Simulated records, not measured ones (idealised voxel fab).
Documented hereafter: the process module known as voxel local oxidation.
Cross-section cut: width 220 nm, square cells of 5 nm.
A cross-section in this document is a grid of square cells, and it is written down as bands, the top band listed before the ones below it; a band is made up of one or more rows of cells.
Band: top and bottom heights (nm) first, top before bottom; then materials from left to right, widths in nm. "edge to edge" marks a sole material filling the band edge to edge. "empty" denotes empty space.
Heights are reckoned from 0. Under this level, the received wafer is all of one material. The bottommost band is open-ended downward, for example "0 -> down".
Per-row width for "30..40": begins at first number (top row of band), ends at second number (bottom row), increment between rows held constant.
"nothing altered", as given for a step, is the statement that not any cell of the cross-section underwent a change during that step.
Enclosed empty spaces: empty space of 8 cells or more with no open way to the top, each as width x height at its distance from the left edge, in nm
Formally, on a step line, whatever follows the settings is a remark that the simulator itself makes on the step.
Among the settings permitted on a step's line is "overlay nm"; applied to a step with a mask, it specifies the extent to which the mask lay to the right of its planned position, whereas a negative figure signifies a position to the left.

## Planned process steps
1) RECEIVE: material Si
2) OXIDIZE: depth nm 5
3) CONFORMAL_DEP: material SiN, thk nm 10
4) DIRECTIONAL_DEP: material aC, thk nm 10
5) PATTERN: tone cover, mask id ACTIVE, material resist, width nm 115, thk nm 25, overlay nm 0
6) DIRECTIONAL_ETCH: etch materials aC, depth nm 10
7) STRIP: etch materials resist
8) DIRECTIONAL_ETCH: etch materials SiN, depth nm 10
9) STRIP: etch materials aC
10) SELECTIVE_ETCH: etch materials SiO2, depth nm 5
11) OXIDIZE: depth nm 15
12) STRIP: etch materials SiN

## So, the first of our two wafers, run just as we planned it

## Here's what the wafer looked like in cross-section when it arrived - that's after step 1
- 0 -> down | Si edge to edge
- Enclosed empty spaces: none

## The wafer, seen in cross-section, after step 2
- 0 -> -5 | SiO2 edge to edge
- Heights below -5 show no change.

## The wafer, seen in cross-section, after step 3
- 10 -> 0 | SiN edge to edge
- Heights below 0 show no change.

## The wafer, seen in cross-section, after step 4
- 20 -> 10 | aC edge to edge
- Heights below 10 show no change.

## The wafer, seen in cross-section, after step 5
- 45 -> 20 | empty: 50, resist: 115, empty: 55
- Heights below 20 show no change.

## The wafer, seen in cross-section, after step 6
- 35 -> 20 | empty: 50, resist: 115, empty: 55
- 20 -> 10 | empty: 50, aC: 115, empty: 55
- Heights below 10 show no change.

## The wafer, seen in cross-section, after step 7
- 20 -> 10 | empty: 50, aC: 115, empty: 55
- Heights below 10 show no change.

## The wafer, seen in cross-section, after step 8
- 20 -> 10 | empty: 50, aC: 115, empty: 55
- 10 -> 0 | empty: 50, SiN: 115, empty: 55
- Heights below 0 show no change.

## The wafer, seen in cross-section, after step 9
- 10 -> 0 | empty: 50, SiN: 115, empty: 55
- Heights below 0 show no change.

## The wafer, seen in cross-section, after step 10
- 10 -> 0 | empty: 50, SiN: 115, empty: 55
- 0 -> -5 | empty: 55, SiO2: 105, empty: 60
- Heights below -5 show no change.

## The wafer, seen in cross-section, after step 11
- 10 -> 0 | empty: 50, SiN: 115, empty: 55
- 0 -> -5 | empty: 55, SiO2: 105, empty: 60
- -5 -> -20 | SiO2: 70, Si: 75, SiO2: 75
- Heights below -20 show no change.

## The wafer, seen in cross-section, after step 12
- 0 -> -5 | empty: 55, SiO2: 105, empty: 60
- Heights below -5 show no change.

## Second wafer - shared start and plan with the first - one error in running - same as the first up to step 8 inclusive

## Second wafer, cross-section, planned end of step 9
- 20 -> 10 | empty: 50, aC: 115, empty: 55
- 10 -> 0 | empty: 50, SiN: 115, empty: 55
- 0 -> -5 | empty: 55, SiO2: 105, empty: 60
- Heights below -5 show no change.

## Second wafer, cross-section, planned end of step 10
- 10 -> 0 | empty: 50, SiN: 115, empty: 55
- Heights below 0 show no change.

## Second wafer, cross-section, planned end of step 11
- 10 -> 0 | empty: 50, SiN: 115, empty: 55
- 0 -> -5 | empty: 55, SiO2: 105, empty: 60
- -5 -> -20 | SiO2: 70, Si: 75, SiO2: 75
- Heights below -20 show no change.

## Second wafer, cross-section, planned end of step 12
- 0 -> -5 | empty: 55, SiO2: 105, empty: 60
- Heights below -5 show no change.
what went wrong: the executed order of steps 9 and 10 is the reverse of that specified in the plan, each step having taken the other's position
at the end the two cross-sections are the same: no effect in what this model computes
